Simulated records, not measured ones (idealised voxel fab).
Proc. module: voxel quadruple lines
The width of the displayed cross-section, cut, is 170 nm; its cells are square, with a size of 5 nm.
Cross-section = grid of square cells, listed top down in bands; band = one or more rows. A band entry consists of two parts. The first gives the height of the band's top and the height of its bottom, in nm. The rest lists the band's materials from left to right, each with its width in nm. A single material labelled with the word "everywhere" fills the band from edge to edge, and the word "empty" marks empty space. Heights are expressed relative to 0, this being the level below which the as-received wafer comprises one material exclusively. The lowest band is unbounded in the downward direction and is denoted as in "0 down". The two numbers in a width such as "30->40" mark its ends across the band: the first belongs to the top row of cells, the second to the bottom row, and from each row to the next the width moves by the same amount. "all unchanged" after a step means that no cell of the cross-section changed. Empty spaces counting at least 8 cells and having no open way to the top are listed in "closed voids". The notation width x height at distance is used for each, the distance being from the left edge and all three values in nm. What comes after the settings on a step's line is commentary from the simulator itself on that step. You can add "overlay nm" to a step's line. For a step with a mask, it describes how far the mask lay to the right of its planned position, and a negative number describes a lay to the left.
-- Process steps foreseen in the plan
1,RECEIVE, material Si
2,CONFORMAL_DEP, material SiO2, thk nm 10
3,DIRECTIONAL_DEP, material TiN, thk nm 15
4,DIRECTIONAL_DEP, material polySi, thk nm 20
5,DIRECTIONAL_DEP, material aC, thk nm 25
6,PATTERN, tone cover, mask id MANDREL, material resist, width nm 35, thk nm 35, overlay nm 0
7,DIRECTIONAL_ETCH, etch materials aC, depth nm 25
8,STRIP, etch materials resist
9,CONFORMAL_DEP, material SiO2, thk nm 15
10,DIRECTIONAL_ETCH, etch materials SiO2, depth nm 15
11,STRIP, etch materials aC
12,DIRECTIONAL_ETCH, etch materials polySi, depth nm 20
13,STRIP, etch materials SiO2
14,CONFORMAL_DEP, material SiCN, thk nm 10
15,DIRECTIONAL_ETCH, etch materials SiCN, depth nm 10
16,STRIP, etch materials polySi
17,DIRECTIONAL_ETCH, etch materials TiN, depth nm 15
18,STRIP, etch materials SiCN
19,FILL_DEP, material SiO2, thk nm 10
20,CMP, height nm 25
-- This is the cross-section of the wafer as we received it, i.e. after step 1
    0 down  Si everywhere
    closed voids: none
-- Run as planned - first of the two wafers cross-sectioned at the end of the module
    25 to 10  SiO2 (40), then TiN (10), then SiO2 (15), then TiN (10), then SiO2 (15), then TiN (10), then SiO2 (15), then TiN (10), then SiO2 (45)
    10 to 0  SiO2 everywhere
    0 down  Si everywhere
    closed voids: none
-- Cross-section, wafer two of two, end of module: same start and plan as wafer one, one error in execution
    15 to 10  SiO2 (40), then TiN (10), then SiO2 (15), then TiN (10), then SiO2 (15), then TiN (10), then SiO2 (15), then TiN (10), then SiO2 (45)
    10 to 0  SiO2 everywhere
    0 down  Si everywhere
    closed voids: none
Where did the run depart from the plan? planned and actual differ for step 20; actual: CMP, height nm 15
Counted in cells at the end, the second wafer holds more or fewer of these materials than the first: -52 SiO2 | -16 TiN
